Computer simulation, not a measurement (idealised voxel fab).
process module | voxel air gaps
cross-section cut | 260 nm wide | cells 5 nm
A cross-section is a grid of square cells, given in bands from the top down. A band is one or more rows of cells.
Each band's line starts with the height of the band's top and of its bottom, in nm. Then come its materials from left to right, each with its width in nm. One material with "throughout" fills the band from edge to edge. "air" is empty space.
Height 0 is the level under which the wafer as received is all one material. The lowest band goes on downwards, as in "0 down".
A width such as "30 to 40" changes by the same amount from each row of cells to the next, from the band's top row to its bottom row.
"no change" after a step means that no cell of the cross-section changed.
closed voids: empty space of 8 cells or more with no open way to the top, each as width x height at its distance from the left edge, in nm
after a step's settings: what the simulator itself notes on the step
overlay nm, on a step with a mask: how far to the right of its planned place the mask lay; to the left if negative
plan
1 op RECEIVE | material Si
2 op CONFORMAL_DEP | material SiO2 | thk nm 10
3 op CONFORMAL_DEP | material SiCN | thk nm 5
4 op DIRECTIONAL_DEP | material SiO2 | thk nm 35
5 op DIRECTIONAL_DEP | material aC | thk nm 15
6 op PATTERN | tone open | mask id LINES | material resist | width nm 25 | pitch nm 50 | thk nm 35 | overlay nm 0
7 op DIRECTIONAL_ETCH | etch materials aC | depth nm 15
8 op STRIP | etch materials resist
9 op DIRECTIONAL_ETCH | etch materials SiO2 | depth nm 35
10 op STRIP | etch materials aC
11 op CONFORMAL_DEP | material TiN | thk nm 5
12 op FILL_DEP | material W | thk nm 10
13 op CMP | height nm 50
14 op EPI | material Ru | thk nm 10
15 op SELECTIVE_ETCH | etch materials SiO2 | depth nm 45
16 op CONFORMAL_DEP | material SiCN | thk nm 5
as received, after step 1
  0 down: Si throughout
  closed voids: none
a wafer at the end: this start, this plan, one mistake
  65 to 60: air 25 | aC 205 | air 30
  60 to 50: air 25 | aC 5 | Ru 45 | aC 5 | Ru 45 | aC 5 | Ru 45 | aC 5 | Ru 45 | aC 5 | air 30
  50 to 45: air 25 | aC 15 | TiN 5 | W 15 | TiN 5 | aC 25 | TiN 5 | W 15 | TiN 5 | aC 25 | TiN 5 | W 15 | TiN 5 | aC 25 | TiN 5 | W 15 | TiN 5 | aC 15 | air 30
  45 to 20: air 35 | aC 5 | TiN 5 | W 15 | TiN 5 | aC 5 | air 15 | aC 5 | TiN 5 | W 15 | TiN 5 | aC 5 | air 15 | aC 5 | TiN 5 | W 15 | TiN 5 | aC 5 | air 15 | aC 5 | TiN 5 | W 15 | TiN 5 | aC 5 | air 40
  20 to 15: aC 40 | TiN 25 | aC 25 | TiN 25 | aC 25 | TiN 25 | aC 25 | TiN 25 | aC 45
  15 to 10: SiCN throughout
  10 to 0: SiO2 throughout
  0 down: Si throughout
  closed voids: 15 x 25 at 70; 15 x 25 at 120; 15 x 25 at 170
what went wrong: step 16 ran as: op CONFORMAL_DEP | material aC | thk nm 5
